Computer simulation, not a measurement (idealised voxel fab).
Process module under the name voxel gate over fins
In the cross-section labelled cut, the width is 250 nm and each square cell is 5 nm.
Think of the cross-section as a grid of square cells. We describe it in bands, top to bottom, and each band covers one or more rows of those cells. For a band, the entry starts with two heights in nm, that of the top and then that of the bottom, and carries on with the band's materials in order from left to right, each alongside its width in nm; the word "all across" beside a single material means it fills the band edge to edge, and "air" means empty space. Counting heights begins at 0, where everything beneath is, in the wafer as received, one material. The lowest band has no bottom; it goes on downwards, as "z 0 and below" shows. When a width is written as two numbers, as in "30->40", the first number is the width in the top row of cells of the band and the second is the width in its bottom row, and the width changes by the same amount from each row to the next. A step reported as "remained the same" is a step in which no cell of the cross-section changed. Any empty space of 8 cells or more lacking an open way to the top shows up in "Unvented voids" as width x height at distance, distance from the left edge, in nm. It should be noted that, on the line of a given step, the content following the step's settings is a remark produced by the simulator itself with respect to that step. overlay nm: right-of-plan distance of the mask on a masked step; negative values mean left-of-plan.
Set out below are the planned steps of the process:
step 1: RECEIVE [material Si]
step 2: CONFORMAL_DEP [material SiN] [thk nm 5]
step 3: PATTERN [tone cover] [mask id FINS] [material resist] [width nm 15] [pitch nm 35] [thk nm 15] [overlay nm 0]
step 4: DIRECTIONAL_ETCH [etch materials SiN] [depth nm 5]
step 5: DIRECTIONAL_ETCH [etch materials Si] [depth nm 40]
step 6: STRIP [etch materials resist]
step 7: FILL_DEP [material SiO2] [thk nm 15]
step 8: CMP [height nm 5]
step 9: SELECTIVE_ETCH [etch materials SiO2] [depth nm 15]
step 10: STRIP [etch materials SiN]
step 11: CONFORMAL_DEP [material HfO2] [thk nm 5]
step 12: CONFORMAL_DEP [material TiN] [thk nm 5]
step 13: FILL_DEP [material W] [thk nm 10]
step 14: CMP [height nm 15]
step 15: CONFORMAL_DEP [material SiCN] [thk nm 5]
This is the cross-section of the wafer as we received it, i.e. after step 1:
> z 0 and below | Si all across
> Unvented voids: none
Cross-section, end of module. Start: as above. Plan: as above. Execution: one mistake:
> z 20 to 15 | SiCN all across
> z 15 to 10 | W all across
> z 10 to 5 | TiN all across
> z 5 to 0 | 85 HfO2  5 TiN  30 HfO2  5 TiN  30 HfO2  5 TiN  90 HfO2
> z 0 to -5 | 80 Si  5 HfO2  5 TiN  5 HfO2  20 Si  5 HfO2  5 TiN  5 HfO2  20 Si  5 HfO2  5 TiN  5 HfO2  85 Si
> z -5 to -10 | 80 Si  15 HfO2  20 Si  15 HfO2  20 Si  15 HfO2  85 Si
> z -10 to -40 | 80 Si  15 SiO2  20 Si  15 SiO2  20 Si  15 SiO2  85 Si
> z -40 and below | Si all across
> Unvented voids: none
Want to know what went wrong? planned and actual differ for step 3; actual: PATTERN [tone open] [mask id FINS] [material resist] [width nm 15] [pitch nm 35] [thk nm 15] [overlay nm 0]
